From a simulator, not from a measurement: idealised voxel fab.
Title: Process Module voxel transistor to metal
The width of the displayed cross-section, cut, is 160 nm; its cells are square, with a size of 5 nm.
If you're reading a cross-section in this doc, picture square cells in a grid; it comes to you as bands, top ones listed first down to the bottom, and a band can be one or more rows of cells. Within each band entry, the heights of the top and of the bottom of the band appear first, in that order and in nm; the materials of the band then follow from left to right, each with its corresponding width in nm. The designation "everywhere" on a single material indicates that it fills the band from edge to edge; the designation "empty" indicates empty space. Basically, 0 is our baseline, since under it the wafer straight out of the box is all one material. The bottom band has no lower end and keeps on going down, so it looks like "from 0 down". A width given as "30..40" starts at the first number in the band's top row and ends at the second number in its bottom row, shifting by an equal amount at every step from row to row. Step marked "changes: none"? Then no cell in the cross-section changed in it. Empty spaces without an open route to the top, at least 8 cells in extent, make up the entry "Enclosed voids"; each is given as width x height at distance, where the distance is measured from the left edge, and all are in nm. after a step's settings: what the simulator itself notes on the step. When a step includes a mask, the "overlay nm" setting on its line states how far to the right of its planned place that mask lay, and negative values state how far to the left.
The process steps that were planned are listed below:
1. RECEIVE with material Si
2. OXIDIZE with depth nm 5
3. CONFORMAL_DEP with material SiN, thk nm 15
4. PATTERN with tone cover, mask id ACTIVE, material resist, width nm 120, thk nm 15, overlay nm 0
5. DIRECTIONAL_ETCH with etch materials SiN, depth nm 15
6. DIRECTIONAL_ETCH with etch materials SiO2, depth nm 5
7. DIRECTIONAL_ETCH with etch materials Si, depth nm 35
8. STRIP with etch materials resist
9. OXIDIZE with depth nm 5
10. FILL_DEP with material SiO2, thk nm 5
11. CMP with height nm 15
12. SELECTIVE_ETCH with etch materials SiO2, depth nm 5
13. STRIP with etch materials SiN
14. SELECTIVE_ETCH with etch materials SiO2, depth nm 5
15. OXIDIZE with depth nm 5
16. DIRECTIONAL_DEP with material polySi, thk nm 20
17. DIRECTIONAL_DEP with material SiCN, thk nm 10
18. MASKED_ETCH with tone cover, mask id GATE, width nm 30, etch materials SiCN, depth nm 20, overlay nm 0
19. MASKED_ETCH with tone cover, mask id GATE, width nm 30, etch materials polySi, depth nm 30, overlay nm 0
20. CONFORMAL_DEP with material SiO2, thk nm 5
21. DIRECTIONAL_ETCH with etch materials SiO2, depth nm 5
22. CONFORMAL_DEP with material SiN, thk nm 5
23. DIRECTIONAL_ETCH with etch materials SiN, depth nm 5
24. DIRECTIONAL_ETCH with etch materials SiO2, depth nm 5
25. DIRECTIONAL_ETCH with etch materials Si, depth nm 15
26. EPI with material SiGe, thk nm 10
27. FILL_DEP with material SiO2, thk nm 10
28. CMP with height nm 15
29. STRIP with etch materials polySi
30. SELECTIVE_ETCH with etch materials SiO2, depth nm 5
31. CONFORMAL_DEP with material HfO2, thk nm 5
32. CONFORMAL_DEP with material TiN, thk nm 5
33. FILL_DEP with material W, thk nm 10
34. CMP with height nm 10
35. DIRECTIONAL_DEP with material SiO2, thk nm 10
36. PATTERN with tone open, mask id CONTACT, material resist, width nm 20, pitch nm 90, thk nm 15, overlay nm 0
37. DIRECTIONAL_ETCH with etch materials SiO2, depth nm 25
38. STRIP with etch materials resist
39. CONFORMAL_DEP with material TiN, thk nm 5
40. FILL_DEP with material W, thk nm 5
41. CMP with height nm 20
42. DIRECTIONAL_DEP with material TiN, thk nm 5
43. DIRECTIONAL_DEP with material W, thk nm 20
44. PATTERN with tone cover, mask id METAL_1, material resist, width nm 20, pitch nm 90, thk nm 20, overlay nm 0
45. DIRECTIONAL_ETCH with etch materials W, depth nm 20
46. DIRECTIONAL_ETCH with etch materials TiN, depth nm 5
47. STRIP with etch materials resist
48. CONFORMAL_DEP with material SiN, thk nm 5
49. FILL_DEP with material SiO2, thk nm 10
50. CMP with height nm 45
51. CONFORMAL_DEP with material SiCN, thk nm 5
52. DIRECTIONAL_DEP with material SiO2, thk nm 35
53. PATTERN with tone open, mask id METAL_2_HOLES, material resist, width nm 15, pitch nm 90, thk nm 20, overlay nm 0
54. DIRECTIONAL_ETCH with etch materials SiO2, depth nm 35
55. STRIP with etch materials resist
56. PATTERN with tone open, mask id METAL_2, material resist, width nm 20, pitch nm 90, thk nm 15, overlay nm 0
57. DIRECTIONAL_ETCH with etch materials SiO2, depth nm 20
58. DIRECTIONAL_ETCH with etch materials SiCN, depth nm 5
59. STRIP with etch materials resist
60. CONFORMAL_DEP with material TiN, thk nm 5
61. FILL_DEP with material Cu, thk nm 10
62. CMP with height nm 85
63. CONFORMAL_DEP with material SiCN, thk nm 5
The plan shows the thk nm of step 26 as the first wafer had it; this setting differs between the wafers, which start out alike.
The first of several wafers as received, shown in cross-section; this is its state after step 1:
    from 0 down | Si everywhere
    Enclosed voids: none
The first of several wafers, seen in cross-section after the module's last step, step 63:
    from 90 to 85 | SiCN everywhere
    from 85 to 70 | SiO2 25, then TiN 5, then Cu 10, then TiN 5, then SiO2 70, then TiN 5, then Cu 10, then TiN 5, then SiO2 25
    from 70 to 65 | SiO2 25, then TiN 5, then Cu 5, then TiN 10, then SiO2 70, then TiN 5, then Cu 5, then TiN 10, then SiO2 25
    from 65 to 50 | SiO2 25, then TiN 5, then Cu 5, then TiN 5, then SiO2 75, then TiN 5, then Cu 5, then TiN 5, then SiO2 30
    from 50 to 45 | SiCN 25, then TiN 15, then SiCN 75, then TiN 15, then SiCN 30
    from 45 to 25 | SiO2 20, then SiN 5, then W 20, then SiN 5, then SiO2 60, then SiN 5, then W 20, then SiN 5, then SiO2 20
    from 25 to 20 | SiN 25, then TiN 20, then SiN 70, then TiN 20, then SiN 25
    from 20 to 10 | SiO2 25, then TiN 5, then W 10, then TiN 5, then SiO2 70, then TiN 5, then W 10, then TiN 5, then SiO2 25
    from 10 to 5 | SiO2 25, then TiN 5, then W 10, then TiN 5, then SiO2 10, then SiN 5, then HfO2 5, then TiN 5, then W 20, then TiN 5, then HfO2 5, then SiN 5, then SiO2 10, then TiN 5, then W 10, then TiN 5, then SiO2 25
    from 5 to 0 | SiO2 20, then SiN 5, then TiN 5, then W 10, then TiN 5, then SiO2 10, then SiN 5, then HfO2 5, then TiN 5, then W 20, then TiN 5, then HfO2 5, then SiN 5, then SiO2 10, then TiN 5, then W 10, then TiN 5, then SiN 5, then SiO2 20
    from 0 to -5 | SiO2 20, then SiN 5, then TiN 20, then SiGe 10, then SiN 5, then HfO2 5, then TiN 30, then HfO2 5, then SiN 5, then SiGe 10, then TiN 20, then SiN 5, then SiO2 20
    from -5 to -10 | SiO2 45, then SiGe 10, then SiO2 5, then HfO2 40, then SiO2 5, then SiGe 10, then SiO2 45
    from -10 to -15 | SiO2 45, then SiGe 10, then Si 50, then SiGe 10, then SiO2 45
    from -15 to -25 | SiO2 25, then SiGe 30, then Si 50, then SiGe 30, then SiO2 25
    from -25 to -45 | SiO2 25, then Si 110, then SiO2 25
    from -45 down | Si everywhere
    Enclosed voids: none
The last wafer as seen in cross-section at the end of the module:
    from 90 to 85 | SiCN everywhere
    from 85 to 70 | SiO2 25, then TiN 5, then Cu 10, then TiN 5, then SiO2 70, then TiN 5, then Cu 10, then TiN 5, then SiO2 25
    from 70 to 65 | SiO2 25, then TiN 5, then Cu 5, then TiN 10, then SiO2 70, then TiN 5, then Cu 5, then TiN 10, then SiO2 25
    from 65 to 50 | SiO2 25, then TiN 5, then Cu 5, then TiN 5, then SiO2 75, then TiN 5, then Cu 5, then TiN 5, then SiO2 30
    from 50 to 45 | SiCN 25, then TiN 15, then SiCN 75, then TiN 15, then SiCN 30
    from 45 to 25 | SiO2 20, then SiN 5, then W 20, then SiN 5, then SiO2 60, then SiN 5, then W 20, then SiN 5, then SiO2 20
    from 25 to 20 | SiN 25, then TiN 20, then SiN 70, then TiN 20, then SiN 25
    from 20 to 15 | SiO2 25, then TiN 5, then W 10, then TiN 5, then SiO2 70, then TiN 5, then W 10, then TiN 5, then SiO2 25
    from 15 to 10 | SiO2 25, then TiN 20, then SiO2 70, then TiN 20, then SiO2 25
    from 10 to 5 | SiO2 20, then SiGe 35, then SiN 5, then HfO2 5, then TiN 5, then W 20, then TiN 5, then HfO2 5, then SiN 5, then SiGe 35, then SiO2 20
    from 5 to 0 | SiO2 20, then SiN 5, then SiGe 30, then SiN 5, then HfO2 5, then TiN 5, then W 20, then TiN 5, then HfO2 5, then SiN 5, then SiGe 30, then SiN 5, then SiO2 20
    from 0 to -5 | SiO2 20, then SiN 5, then SiGe 30, then SiN 5, then HfO2 5, then TiN 30, then HfO2 5, then SiN 5, then SiGe 30, then SiN 5, then SiO2 20
    from -5 to -10 | SiO2 25, then SiGe 30, then SiO2 5, then HfO2 40, then SiO2 5, then SiGe 30, then SiO2 25
    from -10 to -25 | SiO2 25, then SiGe 30, then Si 50, then SiGe 30, then SiO2 25
    from -25 to -45 | SiO2 25, then Si 110, then SiO2 25
    from -45 down | Si everywhere
    Enclosed voids: none
For your reference, the table is organized with a row per wafer; each row reflects the wafer at the end of the module, indicating for each material the cells gained (+) or lost (-) since receipt, and thereafter its closed voids:
thk nm 10, +20 Cu, +14 HfO2, -170 Si, +58 SiCN, +36 SiGe, +50 SiN, +434 SiO2, +78 TiN, +56 W, Enclosed voids: none
thk nm 15, +20 Cu, +14 HfO2, -170 Si, +58 SiCN, +54 SiGe, +50 SiN, +420 SiO2, +78 TiN, +52 W, Enclosed voids: none
thk nm 20, +20 Cu, +14 HfO2, -170 Si, +58 SiCN, +72 SiGe, +50 SiN, +410 SiO2, +78 TiN, +44 W, Enclosed voids: none
thk nm 25, +20 Cu, +14 HfO2, -170 Si, +58 SiCN, +80 SiGe, +50 SiN, +410 SiO2, +70 TiN, +44 W, Enclosed voids: none
thk nm 30, +20 Cu, +14 HfO2, -170 Si, +58 SiCN, +84 SiGe, +50 SiN, +410 SiO2, +66 TiN, +44 W, Enclosed voids: none
thk nm 35, +20 Cu, +14 HfO2, -170 Si, +58 SiCN, +86 SiGe, +50 SiN, +408 SiO2, +66 TiN, +44 W, Enclosed voids: none
